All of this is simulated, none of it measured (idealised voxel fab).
Process module in this document: voxel self aligned vias
Each square cell in cross-section cut measures 5 nm, and the section as a whole is 225 nm wide.
Think of the cross-section as a grid of square cells. We describe it in bands, top to bottom, and each band covers one or more rows of those cells.
Basically the band line says how high the top is and how high the bottom is, in nm, and then what's in it from left to right, every material with its width in nm. Empty space shows up as "blank", and if a single material carries "edge to edge" it runs the full band edge to edge.
For the purposes of this specification, 0 denotes the height below which the wafer in its as-received condition is composed wholly of one material, and the lowermost band, lacking a lower limit, extends downward without end, as expressed in "from 0 down".
Width "30->40": first value at the band's top row of cells, second value at its bottom row, equal change from row to row.
"nothing got changed" means the step left every cell of the cross-section as it was.
Entry "Enclosed void inventory". Content: empty spaces with no open connection to the top, size 8 cells or greater. Each: width x height at distance. Distance: from left edge. Unit: nm.
That trailing text on a step's line, after the settings, is the simulator's own remark on the step.
Among the settings permitted on a step's line is "overlay nm"; applied to a step with a mask, it specifies the extent to which the mask lay to the right of its planned position, whereas a negative figure signifies a position to the left.
These are the steps we planned for the process
1 RECEIVE: material Si
2 CONFORMAL_DEP: material SiO2, thk nm 10
3 CONFORMAL_DEP: material SiCN, thk nm 5
4 DIRECTIONAL_DEP: material SiO2, thk nm 20
5 PATTERN: tone open, mask id LINES, material resist, width nm 30, pitch nm 65, thk nm 15, overlay nm 0
6 DIRECTIONAL_ETCH: etch materials SiO2, depth nm 20
7 STRIP: etch materials resist
8 CONFORMAL_DEP: material TiN, thk nm 5
9 FILL_DEP: material Ru, thk nm 10
10 CMP: height nm 35
11 SELECTIVE_ETCH: etch materials W Ru TiN, depth nm 5
12 FILL_DEP: material SiN, thk nm 5
13 CMP: height nm 35
14 DIRECTIONAL_DEP: material SiO2, thk nm 15
15 PATTERN: tone open, mask id VIAS, material resist, width nm 40, pitch nm 65, thk nm 15, overlay nm 0
16 DIRECTIONAL_ETCH: etch materials SiO2, depth nm 15
17 DIRECTIONAL_ETCH: etch materials SiN, depth nm 5
18 STRIP: etch materials resist
19 CONFORMAL_DEP: material TiN, thk nm 5
20 FILL_DEP: material Cu, thk nm 5
21 CMP: height nm 50
22 CONFORMAL_DEP: material SiCN, thk nm 5
Cross-section of the wafer at receipt, which is the condition after step 1
    from 0 down  Si edge to edge
    Enclosed void inventory: none
This is how the wafer looks in cross-section once the module is done, given the starting state and plan above and one mistake in carrying the plan out
    from 55 to 50  SiCN edge to edge
    from 50 to 40  SiO2: 25  TiN: 5  Cu: 30  TiN: 5  SiO2: 25  TiN: 5  Cu: 30  TiN: 5  SiO2: 25  TiN: 5  Cu: 30  TiN: 5  SiO2: 30
    from 40 to 35  SiO2: 25  TiN: 5  Cu: 15  TiN: 20  SiO2: 25  TiN: 5  Cu: 15  TiN: 20  SiO2: 25  TiN: 5  Cu: 15  TiN: 20  SiO2: 30
    from 35 to 30  SiO2: 20  SiN: 5  TiN: 25  SiO2: 35  SiN: 5  TiN: 25  SiO2: 35  SiN: 5  TiN: 25  SiO2: 45
    from 30 to 20  SiO2: 20  TiN: 5  Ru: 20  TiN: 5  SiO2: 35  TiN: 5  Ru: 20  TiN: 5  SiO2: 35  TiN: 5  Ru: 20  TiN: 5  SiO2: 45
    from 20 to 15  SiO2: 20  TiN: 30  SiO2: 35  TiN: 30  SiO2: 35  TiN: 30  SiO2: 45
    from 15 to 10  SiCN edge to edge
    from 10 to 0  SiO2 edge to edge
    from 0 down  Si edge to edge
    Enclosed void inventory: none
What was done differently from what was planned? step 5 ran as: PATTERN: tone open, mask id LINES, material resist, width nm 30, pitch nm 65, thk nm 15, overlay nm -10
